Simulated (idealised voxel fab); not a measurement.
process module | voxel transistor to metal
cross-section cut | 185 nm wide | cells 5 nm
A cross-section is a grid of square cells, given in bands from the top down. A band is one or more rows of cells.
Each band's line starts with the height of the band's top and of its bottom, in nm. Then come its materials from left to right, each with its width in nm. One material with "throughout" fills the band from edge to edge. "air" is empty space.
Height 0 is the level under which the wafer as received is all one material. The lowest band goes on downwards, as in "0 down".
A width such as "30 to 40" changes by the same amount from each row of cells to the next, from the band's top row to its bottom row.
"no change" after a step means that no cell of the cross-section changed.
closed voids: empty space of 8 cells or more with no open way to the top, each as width x height at its distance from the left edge, in nm
after a step's settings: what the simulator itself notes on the step
overlay nm, on a step with a mask: how far to the right of its planned place the mask lay; to the left if negative
plan
1 op RECEIVE | material Si
2 op CONFORMAL_DEP | material SiO2 | thk nm 5
3 op CONFORMAL_DEP | material SiN | thk nm 10
4 op PATTERN | tone cover | mask id ACTIVE | material resist | width nm 95 | thk nm 20 | overlay nm 0
5 op DIRECTIONAL_ETCH | etch materials SiN | depth nm 10
6 op DIRECTIONAL_ETCH | etch materials SiO2 | depth nm 5
7 op DIRECTIONAL_ETCH | etch materials Si | depth nm 35
8 op STRIP | etch materials resist
9 op FILL_DEP | material SiO2 | thk nm 5
10 op CMP | height nm 15
11 op SELECTIVE_ETCH | etch materials SiO2 | depth nm 10
12 op STRIP | etch materials SiN
13 op SELECTIVE_ETCH | etch materials SiO2 | depth nm 5
14 op OXIDIZE | depth nm 5
15 op DIRECTIONAL_DEP | material polySi | thk nm 25
16 op DIRECTIONAL_DEP | material SiCN | thk nm 10
17 op DIRECTIONAL_DEP | material aC | thk nm 10
18 op PATTERN | tone cover | mask id GATE | material resist | width nm 25 | thk nm 30 | overlay nm 0
19 op DIRECTIONAL_ETCH | etch materials aC | depth nm 10
20 op STRIP | etch materials resist
21 op DIRECTIONAL_ETCH | etch materials SiCN | depth nm 20
22 op DIRECTIONAL_ETCH | etch materials polySi | depth nm 35
23 op STRIP | etch materials aC
24 op CONFORMAL_DEP | material SiN | thk nm 5
25 op DIRECTIONAL_ETCH | etch materials SiN | depth nm 5
26 op DIRECTIONAL_ETCH | etch materials SiO2 | depth nm 5
27 op DIRECTIONAL_ETCH | etch materials Si | depth nm 10
28 op EPI | material pSi | thk nm 10
29 op FILL_DEP | material SiO2 | thk nm 10
30 op CMP | height nm 25
31 op STRIP | etch materials polySi
32 op SELECTIVE_ETCH | etch materials SiO2 | depth nm 5
33 op CONFORMAL_DEP | material HfO2 | thk nm 5
34 op CONFORMAL_DEP | material TiN | thk nm 5
35 op FILL_DEP | material W | thk nm 5
36 op CMP | height nm 20
37 op DIRECTIONAL_DEP | material SiO2 | thk nm 10
38 op PATTERN | tone open | mask id CONTACT | material resist | width nm 15 | pitch nm 70 | thk nm 15 | overlay nm 0
39 op DIRECTIONAL_ETCH | etch materials SiO2 | depth nm 35
40 op STRIP | etch materials resist
41 op CONFORMAL_DEP | material TiN | thk nm 5
42 op FILL_DEP | material Ru | thk nm 5
43 op CMP | height nm 30
44 op CONFORMAL_DEP | material SiN | thk nm 5
45 op DIRECTIONAL_DEP | material SiO2 | thk nm 15
46 op PATTERN | tone open | mask id METAL_1 | material resist | width nm 15 | pitch nm 70 | thk nm 20 | overlay nm 0
47 op DIRECTIONAL_ETCH | etch materials SiO2 | depth nm 15
48 op DIRECTIONAL_ETCH | etch materials SiN | depth nm 5
49 op STRIP | etch materials resist
50 op CONFORMAL_DEP | material TiN | thk nm 5
51 op FILL_DEP | material Cu | thk nm 5
52 op CMP | height nm 50
53 op EPI | material Ru | thk nm 5
54 op FILL_DEP | material SiCN | thk nm 5
55 op DIRECTIONAL_DEP | material lowk | thk nm 30
56 op MASKED_ETCH | tone open | mask id METAL_2 | width nm 15 | pitch nm 70 | etch materials lowk | depth nm 20 | overlay nm 0
57 op MASKED_ETCH | tone open | mask id METAL_2_HOLES | width nm 15 | pitch nm 70 | etch materials lowk | depth nm 10 | overlay nm 0
58 op MASKED_ETCH | tone open | mask id METAL_2_HOLES | width nm 15 | pitch nm 70 | etch materials SiCN | depth nm 5 | overlay nm 0
59 op CONFORMAL_DEP | material TiN | thk nm 5
60 op FILL_DEP | material Cu | thk nm 5
61 op CMP | height nm 90
62 op CONFORMAL_DEP | material SiN | thk nm 5
first wafer, as planned
as received, after step 1
  0 down: Si throughout
  closed voids: none
after step 2
  5 to 0: SiO2 throughout
  below 0: unchanged
after step 3
  15 to 5: SiN throughout
  below 5: unchanged
after step 4
  35 to 15: air 45 | resist 95 | air 45
  below 15: unchanged
after step 5
  35 to 15: air 45 | resist 95 | air 45
  15 to 5: air 45 | SiN 95 | air 45
  below 5: unchanged
after step 6
  35 to 15: air 45 | resist 95 | air 45
  15 to 5: air 45 | SiN 95 | air 45
  5 to 0: air 45 | SiO2 95 | air 45
  below 0: unchanged
after step 7
  35 to 15: air 45 | resist 95 | air 45
  15 to 5: air 45 | SiN 95 | air 45
  5 to 0: air 45 | SiO2 95 | air 45
  0 to -35: air 45 | Si 95 | air 45
  below -35: unchanged
after step 8
  15 to 5: air 45 | SiN 95 | air 45
  below 5: unchanged
after step 9
  20 to 15: SiO2 throughout
  15 to 5: SiO2 45 | SiN 95 | SiO2 45
  5 to 0: SiO2 throughout
  0 to -35: SiO2 45 | Si 95 | SiO2 45
  below -35: unchanged
after step 10
  15 to 5: SiO2 45 | SiN 95 | SiO2 45
  below 5: unchanged
after step 11
  15 to 5: air 45 | SiN 95 | air 45
  below 5: unchanged
after step 12
  5 to 0: SiO2 throughout
  below 0: unchanged
after step 13
  0 to -35: SiO2 45 | Si 95 | SiO2 45
  below -35: unchanged
after step 14
  0 to -5: SiO2 throughout
  below -5: unchanged
after step 15
  25 to 0: polySi throughout
  below 0: unchanged
after step 16
  35 to 25: SiCN throughout
  below 25: unchanged
after step 17
  45 to 35: aC throughout
  below 35: unchanged
after step 18
  75 to 45: air 80 | resist 25 | air 80
  below 45: unchanged
after step 19
  65 to 45: air 80 | resist 25 | air 80
  45 to 35: air 80 | aC 25 | air 80
  below 35: unchanged
after step 20
  45 to 35: air 80 | aC 25 | air 80
  below 35: unchanged
after step 21
  45 to 35: air 80 | aC 25 | air 80
  35 to 25: air 80 | SiCN 25 | air 80
  below 25: unchanged
after step 22
  45 to 35: air 80 | aC 25 | air 80
  35 to 25: air 80 | SiCN 25 | air 80
  25 to 0: air 80 | polySi 25 | air 80
  below 0: unchanged
after step 23
  35 to 25: air 80 | SiCN 25 | air 80
  below 25: unchanged
after step 24
  40 to 35: air 75 | SiN 35 | air 75
  35 to 25: air 75 | SiN 5 | SiCN 25 | SiN 5 | air 75
  25 to 5: air 75 | SiN 5 | polySi 25 | SiN 5 | air 75
  5 to 0: SiN 80 | polySi 25 | SiN 80
  below 0: unchanged
after step 25
  35 to 25: air 75 | SiN 5 | SiCN 25 | SiN 5 | air 75
  25 to 0: air 75 | SiN 5 | polySi 25 | SiN 5 | air 75
  below 0: unchanged
after step 26
  35 to 25: air 75 | SiN 5 | SiCN 25 | SiN 5 | air 75
  25 to 0: air 75 | SiN 5 | polySi 25 | SiN 5 | air 75
  0 to -5: air 75 | SiO2 35 | air 75
  below -5: unchanged
after step 27
  35 to 25: air 75 | SiN 5 | SiCN 25 | SiN 5 | air 75
  25 to 0: air 75 | SiN 5 | polySi 25 | SiN 5 | air 75
  0 to -5: air 75 | SiO2 35 | air 75
  -5 to -15: SiO2 45 | air 30 | Si 35 | air 30 | SiO2 45
  below -15: unchanged
after step 28
  35 to 25: air 75 | SiN 5 | SiCN 25 | SiN 5 | air 75
  25 to 5: air 75 | SiN 5 | polySi 25 | SiN 5 | air 75
  5 to 0: air 65 | pSi 10 | SiN 5 | polySi 25 | SiN 5 | pSi 10 | air 65
  0 to -5: air 65 | pSi 10 | SiO2 35 | pSi 10 | air 65
  -5 to -15: SiO2 45 | pSi 30 | Si 35 | pSi 30 | SiO2 45
  below -15: unchanged
after step 29
  45 to 35: SiO2 throughout
  35 to 25: SiO2 75 | SiN 5 | SiCN 25 | SiN 5 | SiO2 75
  25 to 5: SiO2 75 | SiN 5 | polySi 25 | SiN 5 | SiO2 75
  5 to 0: SiO2 65 | pSi 10 | SiN 5 | polySi 25 | SiN 5 | pSi 10 | SiO2 65
  0 to -5: SiO2 65 | pSi 10 | SiO2 35 | pSi 10 | SiO2 65
  below -5: unchanged
after step 30
  25 to 5: SiO2 75 | SiN 5 | polySi 25 | SiN 5 | SiO2 75
  below 5: unchanged
after step 31
  25 to 5: SiO2 75 | SiN 5 | air 25 | SiN 5 | SiO2 75
  5 to 0: SiO2 65 | pSi 10 | SiN 5 | air 25 | SiN 5 | pSi 10 | SiO2 65
  below 0: unchanged
after step 32
  25 to 20: air 75 | SiN 5 | air 25 | SiN 5 | air 75
  20 to 5: SiO2 75 | SiN 5 | air 25 | SiN 5 | SiO2 75
  5 to 0: SiO2 65 | pSi 10 | SiN 5 | air 25 | SiN 5 | pSi 10 | SiO2 65
  0 to -5: SiO2 65 | pSi 10 | air 35 | pSi 10 | SiO2 65
  below -5: unchanged
after step 33
  30 to 25: air 70 | HfO2 15 | air 15 | HfO2 15 | air 70
  25 to 20: HfO2 75 | SiN 5 | HfO2 5 | air 15 | HfO2 5 | SiN 5 | HfO2 75
  20 to 5: SiO2 75 | SiN 5 | HfO2 5 | air 15 | HfO2 5 | SiN 5 | SiO2 75
  5 to 0: SiO2 65 | pSi 10 | SiN 5 | HfO2 5 | air 15 | HfO2 5 | SiN 5 | pSi 10 | SiO2 65
  0 to -5: SiO2 65 | pSi 10 | HfO2 35 | pSi 10 | SiO2 65
  below -5: unchanged
after step 34
  35 to 30: air 65 | TiN 25 | air 5 | TiN 25 | air 65
  30 to 25: TiN 70 | HfO2 15 | TiN 5 | air 5 | TiN 5 | HfO2 15 | TiN 70
  25 to 20: HfO2 75 | SiN 5 | HfO2 5 | TiN 5 | air 5 | TiN 5 | HfO2 5 | SiN 5 | HfO2 75
  20 to 5: SiO2 75 | SiN 5 | HfO2 5 | TiN 5 | air 5 | TiN 5 | HfO2 5 | SiN 5 | SiO2 75
  5 to 0: SiO2 65 | pSi 10 | SiN 5 | HfO2 5 | TiN 15 | HfO2 5 | SiN 5 | pSi 10 | SiO2 65
  below 0: unchanged
after step 35
  40 to 35: W throughout
  35 to 30: W 65 | TiN 25 | W 5 | TiN 25 | W 65
  30 to 25: TiN 70 | HfO2 15 | TiN 5 | W 5 | TiN 5 | HfO2 15 | TiN 70
  25 to 20: HfO2 75 | SiN 5 | HfO2 5 | TiN 5 | W 5 | TiN 5 | HfO2 5 | SiN 5 | HfO2 75
  20 to 5: SiO2 75 | SiN 5 | HfO2 5 | TiN 5 | W 5 | TiN 5 | HfO2 5 | SiN 5 | SiO2 75
  below 5: unchanged
after step 36
  20 to 5: SiO2 75 | SiN 5 | HfO2 5 | TiN 5 | W 5 | TiN 5 | HfO2 5 | SiN 5 | SiO2 75
  below 5: unchanged
after step 37
  30 to 20: SiO2 throughout
  below 20: unchanged
after step 38
  45 to 30: resist 50 | air 15 | resist 55 | air 15 | resist 50
  below 30: unchanged
after step 39
  45 to 30: resist 50 | air 15 | resist 55 | air 15 | resist 50
  30 to 20: SiO2 50 | air 15 | SiO2 55 | air 15 | SiO2 50
  20 to 5: SiO2 50 | air 15 | SiO2 10 | SiN 5 | HfO2 5 | TiN 5 | W 5 | TiN 5 | HfO2 5 | SiN 5 | SiO2 10 | air 15 | SiO2 50
  5 to 0: SiO2 50 | air 15 | pSi 10 | SiN 5 | HfO2 5 | TiN 15 | HfO2 5 | SiN 5 | pSi 10 | air 15 | SiO2 50
  0 to -5: SiO2 50 | air 15 | pSi 10 | HfO2 35 | pSi 10 | air 15 | SiO2 50
  below -5: unchanged
after step 40
  30 to 20: SiO2 50 | air 15 | SiO2 55 | air 15 | SiO2 50
  below 20: unchanged
after step 41
  35 to 30: TiN 55 | air 5 | TiN 65 | air 5 | TiN 55
  30 to 20: SiO2 50 | TiN 5 | air 5 | TiN 5 | SiO2 55 | TiN 5 | air 5 | TiN 5 | SiO2 50
  20 to 5: SiO2 50 | TiN 5 | air 5 | TiN 5 | SiO2 10 | SiN 5 | HfO2 5 | TiN 5 | W 5 | TiN 5 | HfO2 5 | SiN 5 | SiO2 10 | TiN 5 | air 5 | TiN 5 | SiO2 50
  5 to 0: SiO2 50 | TiN 5 | air 5 | TiN 5 | pSi 10 | SiN 5 | HfO2 5 | TiN 15 | HfO2 5 | SiN 5 | pSi 10 | TiN 5 | air 5 | TiN 5 | SiO2 50
  0 to -5: SiO2 50 | TiN 15 | pSi 10 | HfO2 35 | pSi 10 | TiN 15 | SiO2 50
  below -5: unchanged
after step 42
  40 to 35: Ru throughout
  35 to 30: TiN 55 | Ru 5 | TiN 65 | Ru 5 | TiN 55
  30 to 20: SiO2 50 | TiN 5 | Ru 5 | TiN 5 | SiO2 55 | TiN 5 | Ru 5 | TiN 5 | SiO2 50
  20 to 5: SiO2 50 | TiN 5 | Ru 5 | TiN 5 | SiO2 10 | SiN 5 | HfO2 5 | TiN 5 | W 5 | TiN 5 | HfO2 5 | SiN 5 | SiO2 10 | TiN 5 | Ru 5 | TiN 5 | SiO2 50
  5 to 0: SiO2 50 | TiN 5 | Ru 5 | TiN 5 | pSi 10 | SiN 5 | HfO2 5 | TiN 15 | HfO2 5 | SiN 5 | pSi 10 | TiN 5 | Ru 5 | TiN 5 | SiO2 50
  below 0: unchanged
after step 43
  30 to 20: SiO2 50 | TiN 5 | Ru 5 | TiN 5 | SiO2 55 | TiN 5 | Ru 5 | TiN 5 | SiO2 50
  below 20: unchanged
after step 44
  35 to 30: SiN throughout
  below 30: unchanged
after step 45
  50 to 35: SiO2 throughout
  below 35: unchanged
after step 46
  70 to 50: resist 50 | air 15 | resist 55 | air 15 | resist 50
  below 50: unchanged
after step 47
  70 to 50: resist 50 | air 15 | resist 55 | air 15 | resist 50
  50 to 35: SiO2 50 | air 15 | SiO2 55 | air 15 | SiO2 50
  below 35: unchanged
after step 48
  70 to 50: resist 50 | air 15 | resist 55 | air 15 | resist 50
  50 to 35: SiO2 50 | air 15 | SiO2 55 | air 15 | SiO2 50
  35 to 30: SiN 50 | air 15 | SiN 55 | air 15 | SiN 50
  below 30: unchanged
after step 49
  50 to 35: SiO2 50 | air 15 | SiO2 55 | air 15 | SiO2 50
  below 35: unchanged
after step 50
  55 to 50: TiN 55 | air 5 | TiN 65 | air 5 | TiN 55
  50 to 35: SiO2 50 | TiN 5 | air 5 | TiN 5 | SiO2 55 | TiN 5 | air 5 | TiN 5 | SiO2 50
  35 to 30: SiN 50 | TiN 15 | SiN 55 | TiN 15 | SiN 50
  below 30: unchanged
after step 51
  60 to 55: Cu throughout
  55 to 50: TiN 55 | Cu 5 | TiN 65 | Cu 5 | TiN 55
  50 to 35: SiO2 50 | TiN 5 | Cu 5 | TiN 5 | SiO2 55 | TiN 5 | Cu 5 | TiN 5 | SiO2 50
  below 35: unchanged
after step 52
  50 to 35: SiO2 50 | TiN 5 | Cu 5 | TiN 5 | SiO2 55 | TiN 5 | Cu 5 | TiN 5 | SiO2 50
  below 35: unchanged
after step 53
  55 to 50: air 45 | Ru 25 | air 45 | Ru 25 | air 45
  below 50: unchanged
after step 54
  60 to 55: SiCN throughout
  55 to 50: SiCN 45 | Ru 25 | SiCN 45 | Ru 25 | SiCN 45
  below 50: unchanged
after step 55
  90 to 60: lowk throughout
  below 60: unchanged
after step 56
  90 to 70: lowk 50 | air 15 | lowk 55 | air 15 | lowk 50
  below 70: unchanged
after step 57
  90 to 60: lowk 50 | air 15 | lowk 55 | air 15 | lowk 50
  below 60: unchanged
after step 58
  90 to 60: lowk 50 | air 15 | lowk 55 | air 15 | lowk 50
  60 to 55: SiCN 50 | air 15 | SiCN 55 | air 15 | SiCN 50
  below 55: unchanged
after step 59
  95 to 90: TiN 55 | air 5 | TiN 65 | air 5 | TiN 55
  90 to 60: lowk 50 | TiN 5 | air 5 | TiN 5 | lowk 55 | TiN 5 | air 5 | TiN 5 | lowk 50
  60 to 55: SiCN 50 | TiN 15 | SiCN 55 | TiN 15 | SiCN 50
  below 55: unchanged
after step 60
  100 to 95: Cu throughout
  95 to 90: TiN 55 | Cu 5 | TiN 65 | Cu 5 | TiN 55
  90 to 60: lowk 50 | TiN 5 | Cu 5 | TiN 5 | lowk 55 | TiN 5 | Cu 5 | TiN 5 | lowk 50
  below 60: unchanged
after step 61
  90 to 60: lowk 50 | TiN 5 | Cu 5 | TiN 5 | lowk 55 | TiN 5 | Cu 5 | TiN 5 | lowk 50
  below 60: unchanged
after step 62
  95 to 90: SiN throughout
  below 90: unchanged
second wafer: like start, like plan, one mistake. Through step 3 it matches the first wafer
when step 4 should have ended
  35 to 15: resist 45 | air 95 | resist 45
  below 15: unchanged
when step 5 should have ended
  35 to 15: resist 45 | air 95 | resist 45
  15 to 5: SiN 45 | air 95 | SiN 45
  below 5: unchanged
when step 6 should have ended
  35 to 15: resist 45 | air 95 | resist 45
  15 to 5: SiN 45 | air 95 | SiN 45
  5 to 0: SiO2 45 | air 95 | SiO2 45
  below 0: unchanged
when step 7 should have ended
  35 to 15: resist 45 | air 95 | resist 45
  15 to 5: SiN 45 | air 95 | SiN 45
  5 to 0: SiO2 45 | air 95 | SiO2 45
  0 to -35: Si 45 | air 95 | Si 45
  below -35: unchanged
when step 8 should have ended
  15 to 5: SiN 45 | air 95 | SiN 45
  below 5: unchanged
when step 9 should have ended
  20 to 15: SiO2 throughout
  15 to 5: SiN 45 | SiO2 95 | SiN 45
  5 to 0: SiO2 throughout
  0 to -35: Si 45 | SiO2 95 | Si 45
  below -35: unchanged
when step 10 should have ended
  15 to 5: SiN 45 | SiO2 95 | SiN 45
  below 5: unchanged
when step 11 should have ended
  15 to 5: SiN 45 | air 95 | SiN 45
  below 5: unchanged
when step 12 should have ended
  5 to 0: SiO2 throughout
  below 0: unchanged
when step 13 should have ended
  0 to -35: Si 45 | SiO2 95 | Si 45
  below -35: unchanged
when step 14 should have ended
  0 to -5: SiO2 throughout
  below -5: unchanged
when step 15 should have ended
  25 to 0: polySi throughout
  below 0: unchanged
when step 16 should have ended
  35 to 25: SiCN throughout
  below 25: unchanged
when step 17 should have ended
  45 to 35: aC throughout
  below 35: unchanged
when step 18 should have ended
  75 to 45: air 80 | resist 25 | air 80
  below 45: unchanged
when step 19 should have ended
  65 to 45: air 80 | resist 25 | air 80
  45 to 35: air 80 | aC 25 | air 80
  below 35: unchanged
when step 20 should have ended
  45 to 35: air 80 | aC 25 | air 80
  below 35: unchanged
when step 21 should have ended
  45 to 35: air 80 | aC 25 | air 80
  35 to 25: air 80 | SiCN 25 | air 80
  below 25: unchanged
when step 22 should have ended
  45 to 35: air 80 | aC 25 | air 80
  35 to 25: air 80 | SiCN 25 | air 80
  25 to 0: air 80 | polySi 25 | air 80
  below 0: unchanged
when step 23 should have ended
  35 to 25: air 80 | SiCN 25 | air 80
  below 25: unchanged
when step 24 should have ended
  40 to 35: air 75 | SiN 35 | air 75
  35 to 25: air 75 | SiN 5 | SiCN 25 | SiN 5 | air 75
  25 to 5: air 75 | SiN 5 | polySi 25 | SiN 5 | air 75
  5 to 0: SiN 80 | polySi 25 | SiN 80
  below 0: unchanged
when step 25 should have ended
  35 to 25: air 75 | SiN 5 | SiCN 25 | SiN 5 | air 75
  25 to 0: air 75 | SiN 5 | polySi 25 | SiN 5 | air 75
  below 0: unchanged
when step 26 should have ended
  35 to 25: air 75 | SiN 5 | SiCN 25 | SiN 5 | air 75
  25 to 0: air 75 | SiN 5 | polySi 25 | SiN 5 | air 75
  0 to -5: air 75 | SiO2 35 | air 75
  below -5: unchanged
when step 27 should have ended
  35 to 25: air 75 | SiN 5 | SiCN 25 | SiN 5 | air 75
  25 to 0: air 75 | SiN 5 | polySi 25 | SiN 5 | air 75
  0 to -5: air 75 | SiO2 35 | air 75
  -5 to -15: air 45 | SiO2 95 | air 45
  below -15: unchanged
when step 28 should have ended
  35 to 25: air 75 | SiN 5 | SiCN 25 | SiN 5 | air 75
  25 to 0: air 75 | SiN 5 | polySi 25 | SiN 5 | air 75
  0 to -5: air 75 | SiO2 35 | air 75
  -5 to -15: pSi 45 | SiO2 95 | pSi 45
  below -15: unchanged
when step 29 should have ended
  45 to 35: SiO2 throughout
  35 to 25: SiO2 75 | SiN 5 | SiCN 25 | SiN 5 | SiO2 75
  25 to 0: SiO2 75 | SiN 5 | polySi 25 | SiN 5 | SiO2 75
  0 to -5: SiO2 throughout
  below -5: unchanged
when step 30 should have ended
  25 to 0: SiO2 75 | SiN 5 | polySi 25 | SiN 5 | SiO2 75
  below 0: unchanged
when step 31 should have ended
  25 to 0: SiO2 75 | SiN 5 | air 25 | SiN 5 | SiO2 75
  below 0: unchanged
when step 32 should have ended
  25 to 20: air 75 | SiN 5 | air 25 | SiN 5 | air 75
  20 to 0: SiO2 75 | SiN 5 | air 25 | SiN 5 | SiO2 75
  0 to -5: SiO2 75 | air 35 | SiO2 75
  below -5: unchanged
when step 33 should have ended
  30 to 25: air 70 | HfO2 15 | air 15 | HfO2 15 | air 70
  25 to 20: HfO2 75 | SiN 5 | HfO2 5 | air 15 | HfO2 5 | SiN 5 | HfO2 75
  20 to 0: SiO2 75 | SiN 5 | HfO2 5 | air 15 | HfO2 5 | SiN 5 | SiO2 75
  0 to -5: SiO2 75 | HfO2 35 | SiO2 75
  below -5: unchanged
when step 34 should have ended
  35 to 30: air 65 | TiN 25 | air 5 | TiN 25 | air 65
  30 to 25: TiN 70 | HfO2 15 | TiN 5 | air 5 | TiN 5 | HfO2 15 | TiN 70
  25 to 20: HfO2 75 | SiN 5 | HfO2 5 | TiN 5 | air 5 | TiN 5 | HfO2 5 | SiN 5 | HfO2 75
  20 to 5: SiO2 75 | SiN 5 | HfO2 5 | TiN 5 | air 5 | TiN 5 | HfO2 5 | SiN 5 | SiO2 75
  5 to 0: SiO2 75 | SiN 5 | HfO2 5 | TiN 15 | HfO2 5 | SiN 5 | SiO2 75
  below 0: unchanged
when step 35 should have ended
  40 to 35: W throughout
  35 to 30: W 65 | TiN 25 | W 5 | TiN 25 | W 65
  30 to 25: TiN 70 | HfO2 15 | TiN 5 | W 5 | TiN 5 | HfO2 15 | TiN 70
  25 to 20: HfO2 75 | SiN 5 | HfO2 5 | TiN 5 | W 5 | TiN 5 | HfO2 5 | SiN 5 | HfO2 75
  20 to 5: SiO2 75 | SiN 5 | HfO2 5 | TiN 5 | W 5 | TiN 5 | HfO2 5 | SiN 5 | SiO2 75
  below 5: unchanged
when step 36 should have ended
  20 to 5: SiO2 75 | SiN 5 | HfO2 5 | TiN 5 | W 5 | TiN 5 | HfO2 5 | SiN 5 | SiO2 75
  below 5: unchanged
when step 37 should have ended
  30 to 20: SiO2 throughout
  below 20: unchanged
when step 38 should have ended
  45 to 30: resist 50 | air 15 | resist 55 | air 15 | resist 50
  below 30: unchanged
when step 39 should have ended
  45 to 30: resist 50 | air 15 | resist 55 | air 15 | resist 50
  30 to 20: SiO2 50 | air 15 | SiO2 55 | air 15 | SiO2 50
  20 to 5: SiO2 50 | air 15 | SiO2 10 | SiN 5 | HfO2 5 | TiN 5 | W 5 | TiN 5 | HfO2 5 | SiN 5 | SiO2 10 | air 15 | SiO2 50
  5 to 0: SiO2 50 | air 15 | SiO2 10 | SiN 5 | HfO2 5 | TiN 15 | HfO2 5 | SiN 5 | SiO2 10 | air 15 | SiO2 50
  0 to -5: SiO2 50 | air 15 | SiO2 10 | HfO2 35 | SiO2 10 | air 15 | SiO2 50
  below -5: unchanged
when step 40 should have ended
  30 to 20: SiO2 50 | air 15 | SiO2 55 | air 15 | SiO2 50
  below 20: unchanged
when step 41 should have ended
  35 to 30: TiN 55 | air 5 | TiN 65 | air 5 | TiN 55
  30 to 20: SiO2 50 | TiN 5 | air 5 | TiN 5 | SiO2 55 | TiN 5 | air 5 | TiN 5 | SiO2 50
  20 to 5: SiO2 50 | TiN 5 | air 5 | TiN 5 | SiO2 10 | SiN 5 | HfO2 5 | TiN 5 | W 5 | TiN 5 | HfO2 5 | SiN 5 | SiO2 10 | TiN 5 | air 5 | TiN 5 | SiO2 50
  5 to 0: SiO2 50 | TiN 5 | air 5 | TiN 5 | SiO2 10 | SiN 5 | HfO2 5 | TiN 15 | HfO2 5 | SiN 5 | SiO2 10 | TiN 5 | air 5 | TiN 5 | SiO2 50
  0 to -5: SiO2 50 | TiN 15 | SiO2 10 | HfO2 35 | SiO2 10 | TiN 15 | SiO2 50
  below -5: unchanged
when step 42 should have ended
  40 to 35: Ru throughout
  35 to 30: TiN 55 | Ru 5 | TiN 65 | Ru 5 | TiN 55
  30 to 20: SiO2 50 | TiN 5 | Ru 5 | TiN 5 | SiO2 55 | TiN 5 | Ru 5 | TiN 5 | SiO2 50
  20 to 5: SiO2 50 | TiN 5 | Ru 5 | TiN 5 | SiO2 10 | SiN 5 | HfO2 5 | TiN 5 | W 5 | TiN 5 | HfO2 5 | SiN 5 | SiO2 10 | TiN 5 | Ru 5 | TiN 5 | SiO2 50
  5 to 0: SiO2 50 | TiN 5 | Ru 5 | TiN 5 | SiO2 10 | SiN 5 | HfO2 5 | TiN 15 | HfO2 5 | SiN 5 | SiO2 10 | TiN 5 | Ru 5 | TiN 5 | SiO2 50
  below 0: unchanged
when step 43 should have ended
  30 to 20: SiO2 50 | TiN 5 | Ru 5 | TiN 5 | SiO2 55 | TiN 5 | Ru 5 | TiN 5 | SiO2 50
  below 20: unchanged
when step 44 should have ended
  35 to 30: SiN throughout
  below 30: unchanged
when step 45 should have ended
  50 to 35: SiO2 throughout
  below 35: unchanged
when step 46 should have ended
  70 to 50: resist 50 | air 15 | resist 55 | air 15 | resist 50
  below 50: unchanged
when step 47 should have ended
  70 to 50: resist 50 | air 15 | resist 55 | air 15 | resist 50
  50 to 35: SiO2 50 | air 15 | SiO2 55 | air 15 | SiO2 50
  below 35: unchanged
when step 48 should have ended
  70 to 50: resist 50 | air 15 | resist 55 | air 15 | resist 50
  50 to 35: SiO2 50 | air 15 | SiO2 55 | air 15 | SiO2 50
  35 to 30: SiN 50 | air 15 | SiN 55 | air 15 | SiN 50
  below 30: unchanged
when step 49 should have ended
  50 to 35: SiO2 50 | air 15 | SiO2 55 | air 15 | SiO2 50
  below 35: unchanged
when step 50 should have ended
  55 to 50: TiN 55 | air 5 | TiN 65 | air 5 | TiN 55
  50 to 35: SiO2 50 | TiN 5 | air 5 | TiN 5 | SiO2 55 | TiN 5 | air 5 | TiN 5 | SiO2 50
  35 to 30: SiN 50 | TiN 15 | SiN 55 | TiN 15 | SiN 50
  below 30: unchanged
when step 51 should have ended
  60 to 55: Cu throughout
  55 to 50: TiN 55 | Cu 5 | TiN 65 | Cu 5 | TiN 55
  50 to 35: SiO2 50 | TiN 5 | Cu 5 | TiN 5 | SiO2 55 | TiN 5 | Cu 5 | TiN 5 | SiO2 50
  below 35: unchanged
when step 52 should have ended
  50 to 35: SiO2 50 | TiN 5 | Cu 5 | TiN 5 | SiO2 55 | TiN 5 | Cu 5 | TiN 5 | SiO2 50
  below 35: unchanged
when step 53 should have ended
  55 to 50: air 45 | Ru 25 | air 45 | Ru 25 | air 45
  below 50: unchanged
when step 54 should have ended
  60 to 55: SiCN throughout
  55 to 50: SiCN 45 | Ru 25 | SiCN 45 | Ru 25 | SiCN 45
  below 50: unchanged
when step 55 should have ended
  90 to 60: lowk throughout
  below 60: unchanged
when step 56 should have ended
  90 to 70: lowk 50 | air 15 | lowk 55 | air 15 | lowk 50
  below 70: unchanged
when step 57 should have ended
  90 to 60: lowk 50 | air 15 | lowk 55 | air 15 | lowk 50
  below 60: unchanged
when step 58 should have ended
  90 to 60: lowk 50 | air 15 | lowk 55 | air 15 | lowk 50
  60 to 55: SiCN 50 | air 15 | SiCN 55 | air 15 | SiCN 50
  below 55: unchanged
when step 59 should have ended
  95 to 90: TiN 55 | air 5 | TiN 65 | air 5 | TiN 55
  90 to 60: lowk 50 | TiN 5 | air 5 | TiN 5 | lowk 55 | TiN 5 | air 5 | TiN 5 | lowk 50
  60 to 55: SiCN 50 | TiN 15 | SiCN 55 | TiN 15 | SiCN 50
  below 55: unchanged
when step 60 should have ended
  100 to 95: Cu throughout
  95 to 90: TiN 55 | Cu 5 | TiN 65 | Cu 5 | TiN 55
  90 to 60: lowk 50 | TiN 5 | Cu 5 | TiN 5 | lowk 55 | TiN 5 | Cu 5 | TiN 5 | lowk 50
  below 60: unchanged
when step 61 should have ended
  90 to 60: lowk 50 | TiN 5 | Cu 5 | TiN 5 | lowk 55 | TiN 5 | Cu 5 | TiN 5 | lowk 50
  below 60: unchanged
when step 62 should have ended
  95 to 90: SiN throughout
  below 90: unchanged
what went wrong: step 4 ran as: op PATTERN | tone open | mask id ACTIVE | material resist | width nm 95 | thk nm 20 | overlay nm 0
at the end the second wafer has, in cells: 18 fewer of Si | 14 more of SiO2 | 4 more of pSi
